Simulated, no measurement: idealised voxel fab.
The following is a process module called voxel ribs on slabs.
Cross-section cut spans 235 nm and uses square cells 5 nm in size.
Just so we're on the same page, the cross-sections are grids of square cells, and they're listed out in bands top to bottom, each band one or more rows deep.
Quick guide to a band line: top height, bottom height (nm) up front; then every material left to right with its width in nm. Only one material and it's marked "edge to edge"? Then it fills the band edge to edge. And "empty" just means empty space.
Where do heights start? At 0: under that level the wafer as delivered is made of one material only. And the lowest band has no floor; it just carries on downward, as in "0 down".
Width spec "30..40" -> top row of cells at first value, bottom row at second value, equal per-row change in between.
Take "no change" at face value: in the step it is given for, the cross-section changed in none of its cells.
Closed empty spaces (no open way to the top) of 8 cells or more are what "Closed void inventory" lists, each as width x height at distance from the left edge, nm for all three.
Whatever follows a step's settings on its line is a remark the simulator itself makes about that step.
Among the settings permitted on a step's line is "overlay nm"; applied to a step with a mask, it specifies the extent to which the mask lay to the right of its planned position, whereas a negative figure signifies a position to the left.

**Process steps - plan**
1) RECEIVE with material Si
2) DIRECTIONAL_DEP with material SiO2, thk nm 30
3) DIRECTIONAL_DEP with material SiN, thk nm 20
4) PATTERN with tone cover, mask id RIB, material resist, width nm 25, thk nm 20, overlay nm 0
5) DIRECTIONAL_ETCH with etch materials SiN, depth nm 15
6) STRIP with etch materials resist
7) DIRECTIONAL_DEP with material aC, thk nm 15
8) PATTERN with tone cover, mask id SLAB, material resist, width nm 65, thk nm 35, overlay nm 0
9) DIRECTIONAL_ETCH with etch materials aC, depth nm 15
10) STRIP with etch materials resist
11) DIRECTIONAL_ETCH with etch materials SiN, depth nm 5
12) STRIP with etch materials aC
13) FILL_DEP with material SiO2, thk nm 25
14) CMP with height nm 65
15) DIRECTIONAL_DEP with material W, thk nm 5
16) MASKED_ETCH with tone cover, mask id HEATER, width nm 35, etch materials W, depth nm 5, overlay nm 0
17) CONFORMAL_DEP with material SiO2, thk nm 5

**The cross-section here shows the wafer as received, i.e. in its state after step 1**
> 0 down: Si edge to edge
> Closed void inventory: none

**first wafer at the end, as planned**
> 75 to 70: empty 95 | SiO2 45 | empty 95
> 70 to 65: SiO2 100 | W 35 | SiO2 100
> 65 to 50: SiO2 edge to edge
> 50 to 35: SiO2 105 | SiN 25 | SiO2 105
> 35 to 30: SiO2 85 | SiN 65 | SiO2 85
> 30 to 0: SiO2 edge to edge
> 0 down: Si edge to edge
> Closed void inventory: none

**This cross-section belongs to the second wafer of two at the end of the module; the start and the plan were shared with the first, and the run included one mistake**
> 75 to 70: empty 95 | SiO2 45 | empty 95
> 70 to 65: SiO2 100 | W 35 | SiO2 100
> 65 to 55: SiO2 105 | SiN 25 | SiO2 105
> 55 to 50: SiO2 85 | SiN 65 | SiO2 85
> 50 to 30: SiN edge to edge
> 30 to 0: SiO2 edge to edge
> 0 down: Si edge to edge
> Closed void inventory: none
So what did we get wrong on this run? step 3 of the plan was executed twice over
Final comparison by cell count, materials where the second wafer has more or fewer than the first: SiN +183; SiO2 -183
